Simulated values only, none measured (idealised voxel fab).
A process module follows: voxel wiring stack.
It is cross-section cut that appears here, measuring 250 nm in width, its square cells being 5 nm in size.
In this document a cross-section is written as a grid of square cells. It is given as a series of bands, listed from the top down, and a band is one or more rows of cells.
Look at the band entry: it leads with the top's height and the bottom's height in nm. Then it lists the materials left to right, with a width in nm for each. The word "edge to edge" on a single material says that material fills the band edge to edge. The word "empty" is empty space.
Counting heights begins at 0, where everything beneath is, in the wafer as received, one material. The lowest band has no bottom; it goes on downwards, as "0 nm and below" shows.
Note: "30->40" means the width goes from the first number (top row of the band) to the second number (bottom row) in equal steps per row of cells.
Reading "nothing different" for a step: not a cell of the cross-section changed in it.
"Enclosed internal cavities" - sealed voids, min. 8 cells, no opening to top; format: width x height at distance (distance from left edge; nm throughout).
Note: text after step settings on the step line = simulator remark on that step.
"overlay nm", when on a step's line for a step with a mask, measures how far to the right of its planned place the mask lay; a negative measure means to the left.
# So here's the lineup of process steps we planned
- 1: RECEIVE,material Si
- 2: CONFORMAL_DEP,material SiO2,thk nm 10
- 3: DIRECTIONAL_DEP,material TiN,thk nm 5
- 4: DIRECTIONAL_DEP,material W,thk nm 15
- 5: DIRECTIONAL_DEP,material aC,thk nm 10
- 6: PATTERN,tone cover,mask id METAL_1,material resist,width nm 30,pitch nm 50,thk nm 25,overlay nm 0
- 7: DIRECTIONAL_ETCH,etch materials aC,depth nm 10
- 8: STRIP,etch materials resist
- 9: DIRECTIONAL_ETCH,etch materials W,depth nm 15
- 10: DIRECTIONAL_ETCH,etch materials TiN,depth nm 5
- 11: STRIP,etch materials aC
- 12: FILL_DEP,material lowk,thk nm 5
- 13: CMP,height nm 30
- 14: CONFORMAL_DEP,material SiCN,thk nm 5
- 15: DIRECTIONAL_DEP,material lowk,thk nm 25
- 16: DIRECTIONAL_DEP,material aC,thk nm 10
- 17: PATTERN,tone open,mask id METAL_2,material resist,width nm 30,pitch nm 50,thk nm 25,overlay nm 0
- 18: DIRECTIONAL_ETCH,etch materials aC,depth nm 10
- 19: STRIP,etch materials resist
- 20: DIRECTIONAL_ETCH,etch materials lowk,depth nm 15
- 21: STRIP,etch materials aC
- 22: MASKED_ETCH,tone open,mask id METAL_2_HOLES,width nm 15,pitch nm 50,etch materials lowk,depth nm 10,overlay nm 0
- 23: MASKED_ETCH,tone open,mask id METAL_2_HOLES,width nm 15,pitch nm 50,etch materials SiCN,depth nm 5,overlay nm 0
- 24: CONFORMAL_DEP,material TiN,thk nm 5
- 25: FILL_DEP,material Cu,thk nm 10
- 26: CMP,height nm 60
- 27: CONFORMAL_DEP,material SiCN,thk nm 5
- 28: DIRECTIONAL_DEP,material SiO2,thk nm 15
- 29: PATTERN,tone open,mask id PLUG_2,material resist,width nm 15,pitch nm 50,thk nm 15,overlay nm 0
- 30: DIRECTIONAL_ETCH,etch materials SiO2,depth nm 15
- 31: DIRECTIONAL_ETCH,etch materials SiCN,depth nm 5
- 32: STRIP,etch materials resist
- 33: EPI,material Ru,thk nm 10
- 34: EPI,material Ru,thk nm 10
- 35: DIRECTIONAL_DEP,material TiN,thk nm 5
- 36: DIRECTIONAL_DEP,material Ru,thk nm 25
- 37: MASKED_ETCH,tone cover,mask id METAL_3,width nm 30,pitch nm 50,etch materials Ru,depth nm 25,overlay nm 0
- 38: MASKED_ETCH,tone cover,mask id METAL_3,width nm 30,pitch nm 50,etch materials TiN,depth nm 5,overlay nm 0
- 39: CONFORMAL_DEP,material SiCN,thk nm 5
- 40: FILL_DEP,material lowk,thk nm 5
- 41: CMP,height nm 110
- 42: CONFORMAL_DEP,material SiCN,thk nm 5
# Wafer cross-section on receipt, i.e. after step 1
- 0 nm and below = Si edge to edge
- Enclosed internal cavities: none
# End-of-module cross-section of the first of two wafers, processed as planned
- 115 nm to 110 nm = SiCN edge to edge
- 110 nm to 85 nm = 55 of lowk, 5 of SiCN, 30 of Ru, 5 of SiCN, 10 of lowk, 5 of SiCN, 30 of Ru, 5 of SiCN, 10 of lowk, 5 of SiCN, 30 of Ru, 5 of SiCN, 55 of lowk
- 85 nm to 80 nm = 60 of SiCN, 30 of TiN, 20 of SiCN, 30 of TiN, 20 of SiCN, 30 of TiN, 60 of SiCN
- 80 nm to 65 nm = 60 of SiO2, 15 of Ru, 35 of SiO2, 15 of Ru, 35 of SiO2, 15 of Ru, 75 of SiO2
- 65 nm to 60 nm = 60 of SiCN, 15 of Ru, 35 of SiCN, 15 of Ru, 35 of SiCN, 15 of Ru, 75 of SiCN
- 60 nm to 50 nm = 60 of lowk, 5 of TiN, 20 of Cu, 5 of TiN, 20 of lowk, 5 of TiN, 20 of Cu, 5 of TiN, 20 of lowk, 5 of TiN, 20 of Cu, 5 of TiN, 60 of lowk
- 50 nm to 45 nm = 60 of lowk, 5 of TiN, 5 of Cu, 20 of TiN, 20 of lowk, 5 of TiN, 5 of Cu, 20 of TiN, 20 of lowk, 5 of TiN, 5 of Cu, 20 of TiN, 60 of lowk
- 45 nm to 35 nm = 60 of lowk, 5 of TiN, 5 of Cu, 5 of TiN, 35 of lowk, 5 of TiN, 5 of Cu, 5 of TiN, 35 of lowk, 5 of TiN, 5 of Cu, 5 of TiN, 75 of lowk
- 35 nm to 30 nm = 60 of SiCN, 15 of TiN, 35 of SiCN, 15 of TiN, 35 of SiCN, 15 of TiN, 75 of SiCN
- 30 nm to 15 nm = 60 of lowk, 30 of W, 20 of lowk, 30 of W, 20 of lowk, 30 of W, 60 of lowk
- 15 nm to 10 nm = 60 of lowk, 30 of TiN, 20 of lowk, 30 of TiN, 20 of lowk, 30 of TiN, 60 of lowk
- 10 nm to 0 nm = SiO2 edge to edge
- 0 nm and below = Si edge to edge
- Enclosed internal cavities: none
# The second wafer, shown in cross-section after the module: started the same way as the first and given the same plan, yet one mistake crept into how it was run
- 115 nm to 110 nm = SiCN edge to edge
- 110 nm to 90 nm = 55 of lowk, 5 of SiCN, 30 of Ru, 5 of SiCN, 10 of lowk, 5 of SiCN, 30 of Ru, 5 of SiCN, 10 of lowk, 5 of SiCN, 30 of Ru, 5 of SiCN, 55 of lowk
- 90 nm to 85 nm = 60 of SiCN, 30 of TiN, 20 of SiCN, 30 of TiN, 20 of SiCN, 30 of TiN, 60 of SiCN
- 85 nm to 70 nm = 60 of SiO2, 15 of Ru, 35 of SiO2, 15 of Ru, 35 of SiO2, 15 of Ru, 75 of SiO2
- 70 nm to 65 nm = 60 of SiCN, 15 of Ru, 35 of SiCN, 15 of Ru, 35 of SiCN, 15 of Ru, 75 of SiCN
- 65 nm to 60 nm = 65 of TiN, 20 of Cu, 30 of TiN, 20 of Cu, 30 of TiN, 20 of Cu, 65 of TiN
- 60 nm to 50 nm = 60 of lowk, 5 of TiN, 20 of Cu, 5 of TiN, 20 of lowk, 5 of TiN, 20 of Cu, 5 of TiN, 20 of lowk, 5 of TiN, 20 of Cu, 5 of TiN, 60 of lowk
- 50 nm to 45 nm = 60 of lowk, 5 of TiN, 5 of Cu, 20 of TiN, 20 of lowk, 5 of TiN, 5 of Cu, 20 of TiN, 20 of lowk, 5 of TiN, 5 of Cu, 20 of TiN, 60 of lowk
- 45 nm to 35 nm = 60 of lowk, 5 of TiN, 5 of Cu, 5 of TiN, 35 of lowk, 5 of TiN, 5 of Cu, 5 of TiN, 35 of lowk, 5 of TiN, 5 of Cu, 5 of TiN, 75 of lowk
- 35 nm to 30 nm = 60 of SiCN, 15 of TiN, 35 of SiCN, 15 of TiN, 35 of SiCN, 15 of TiN, 75 of SiCN
- 30 nm to 15 nm = 60 of lowk, 30 of W, 20 of lowk, 30 of W, 20 of lowk, 30 of W, 60 of lowk
- 15 nm to 10 nm = 60 of lowk, 30 of TiN, 20 of lowk, 30 of TiN, 20 of lowk, 30 of TiN, 60 of lowk
- 10 nm to 0 nm = SiO2 edge to edge
- 0 nm and below = Si edge to edge
- Enclosed internal cavities: none
It is concluded that the wafer was processed incorrectly with respect to the plan, in that not per plan at step 26, really ran CMP,height nm 65
FYI, end of process, the second wafer has more or fewer cells of some materials than the first: 12 more of Cu | 18 fewer of Ru | 6 fewer of SiCN | 38 more of TiN | 26 fewer of lowk
